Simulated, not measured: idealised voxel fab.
Module name: voxel released beams (process module)
Shown is cross-section cut, with a width of 205 nm and square cells of size 5 nm.
When this document writes out a cross-section, it uses a grid of square cells and lists it as bands, beginning at the top and moving down, with a band standing for one or more rows of cells. Top height, bottom height, nm. Materials left to right, width each, nm. Single material + "throughout" = fills band edge to edge. "air" = empty. Height 0 is the level under which the wafer as received is all one material. The lowest band goes on downwards, as in "0 and below". A two-number width, for instance "30->40", indicates that the width is equal to the first number in the top row of the band and to the second number in the bottom row, and that it changes by a constant amount per row of cells. The designation "remained the same", where it is given for a processing step, indicates that no cell of the cross-section was altered in the course of that step. Voids not open to the top, 8 cells minimum: see "Closed internal voids". Written width x height at distance; distance is from the left edge; nm. That trailing text on a step's line, after the settings, is the simulator's own remark on the step. "overlay nm" on a masked step: distance the mask lay right of its planned place, negative for left.

## The steps planned for the process are as follows
1: RECEIVE | material Si
2: CONFORMAL_DEP | material Al2O3 | thk nm 10
3: DIRECTIONAL_DEP | material SiO2 | thk nm 15
4: DIRECTIONAL_DEP | material aC | thk nm 10
5: PATTERN | tone open | mask id ANCHOR | material resist | width nm 30 | thk nm 30 | overlay nm 0
6: DIRECTIONAL_ETCH | etch materials aC | depth nm 10
7: STRIP | etch materials resist
8: DIRECTIONAL_ETCH | etch materials SiO2 | depth nm 15
9: STRIP | etch materials aC
10: CONFORMAL_DEP | material SiN | thk nm 10
11: PATTERN | tone cover | mask id BEAM | material resist | width nm 90 | thk nm 20 | overlay nm 0
12: DIRECTIONAL_ETCH | etch materials SiN | depth nm 10
13: STRIP | etch materials resist
14: STRIP | etch materials SiO2
Keep in mind the plan's value for the width nm of step 11 comes from the first wafer; the wafers don't share that setting, but they do share the same starting point.

## Cross-sectional view of the first of several wafers in the as-received condition, corresponding to the state following step 1
* 0 and below = Si throughout
* Closed internal voids: none

## Module end state after final step 14: cross-section of the first of several wafers
* 35 down to 25 = air 55 | SiN 10 | air 10 | SiN 70 | air 60
* 25 down to 20 = air 55 | SiN 10 | air 10 | SiN 10 | air 120
* 20 down to 10 = air 55 | SiN 30 | air 120
* 10 down to 0 = Al2O3 throughout
* 0 and below = Si throughout
* Closed internal voids: none

## Cross-section of the last wafer at end of module
* 35 down to 25 = air 45 | SiN 20 | air 10 | SiN 85 | air 45
* 25 down to 20 = air 55 | SiN 10 | air 10 | SiN 10 | air 120
* 20 down to 10 = air 55 | SiN 30 | air 120
* 10 down to 0 = Al2O3 throughout
* 0 and below = Si throughout
* Closed internal voids: none

## Each row below is a wafer at the end of the module, listing for every material the number of cells it has gained (+) or lost (-) since it was received, followed by its closed voids
width nm 90; +82 Al2O3; +48 SiN; Closed internal voids: none
width nm 95; +82 Al2O3; +50 SiN; Closed internal voids: none
width nm 100; +82 Al2O3; +52 SiN; Closed internal voids: none
width nm 105; +82 Al2O3; +54 SiN; Closed internal voids: none
width nm 110; +82 Al2O3; +56 SiN; Closed internal voids: none
width nm 115; +82 Al2O3; +58 SiN; Closed internal voids: none
